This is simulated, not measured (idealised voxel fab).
The process module that follows is named voxel double patterning.
Shown is cross-section cut, with a width of 300 nm and square cells of size 5 nm.
In this document a cross-section is written as a grid of square cells. It is given as a series of bands, listed from the top down, and a band is one or more rows of cells.
Read a band's entry like this: the first values are the height of its top and the height of its bottom in nm, and what follows is the sequence of materials from left to right, each with its width in nm. Note that "blank" is empty space, and that a single material marked "throughout" reaches across the band from edge to edge.
Height datum 0, below which the as-received substrate wafer is one material. Lowest band open at the bottom, running downward: "from 0 down".
You'd read "30->40" like this: the band's top row of cells is as wide as the first number, its bottom row is as wide as the second, and going down, every row changes width by the same amount as the row before did.
Basically "nothing different" means that step didn't change any cell in the cross-section.
"Listed closed voids" specifies each empty space that is not open to the top and that occupies no fewer than 8 cells, using the form width x height at distance, the distance measured from the left edge and all three quantities in nm.
Anything after a step's settings on that line? It's the simulator's own note about the step.
What "overlay nm" on a step's line means: if the step has a mask, that mask lay this far to the right of its planned place, or, when the value is negative, to the left.

THE PROCESS STEPS THAT WERE PLANNED ARE LISTED BELOW
| 1 | RECEIVE [material Si] |
| 2 | CONFORMAL_DEP [material SiN] [thk nm 5] |
| 3 | DIRECTIONAL_DEP [material SiO2] [thk nm 20] |
| 4 | DIRECTIONAL_DEP [material SiCN] [thk nm 10] |
| 5 | DIRECTIONAL_DEP [material aC] [thk nm 10] |
| 6 | PATTERN [tone open] [mask id FIRST] [material resist] [width nm 15] [pitch nm 50] [thk nm 25] [overlay nm 0] |
| 7 | DIRECTIONAL_ETCH [etch materials aC] [depth nm 10] |
| 8 | STRIP [etch materials resist] |
| 9 | DIRECTIONAL_ETCH [etch materials SiCN] [depth nm 10] |
| 10 | STRIP [etch materials aC] |
| 11 | DIRECTIONAL_DEP [material aC] [thk nm 10] |
| 12 | PATTERN [tone open] [mask id SECOND] [material resist] [width nm 15] [pitch nm 50] [thk nm 30] [overlay nm 0] |
| 13 | DIRECTIONAL_ETCH [etch materials aC] [depth nm 10] |
| 14 | STRIP [etch materials resist] |
| 15 | DIRECTIONAL_ETCH [etch materials SiCN] [depth nm 10] |
| 16 | STRIP [etch materials aC] |
| 17 | DIRECTIONAL_ETCH [etch materials SiO2] [depth nm 20] |
| 18 | STRIP [etch materials SiCN] |

THE CROSS-SECTION HERE SHOWS THE WAFER AS RECEIVED, I.E. IN ITS STATE AFTER STEP 1
	from 0 down: Si throughout
	Listed closed voids: none

THE PLAN ABOVE WAS CARRIED OUT ON THE STARTING STRUCTURE ABOVE WITH ONE MISTAKE, AND THIS CROSS-SECTION SHOWS THE WAFER AT THE END OF THE MODULE
	from 25 to 5: SiO2=95, blank=15, SiO2=5, blank=15, SiO2=15, blank=15, SiO2=5, blank=15, SiO2=15, blank=15, SiO2=90
	from 5 to 0: SiN throughout
	from 0 down: Si throughout
	Listed closed voids: none
Where did the run depart from the plan? in deviation from the planned setting, step 6 was conducted as PATTERN [tone open] [mask id FIRST] [material resist] [width nm 15] [pitch nm 50] [thk nm 25] [overlay nm 5]
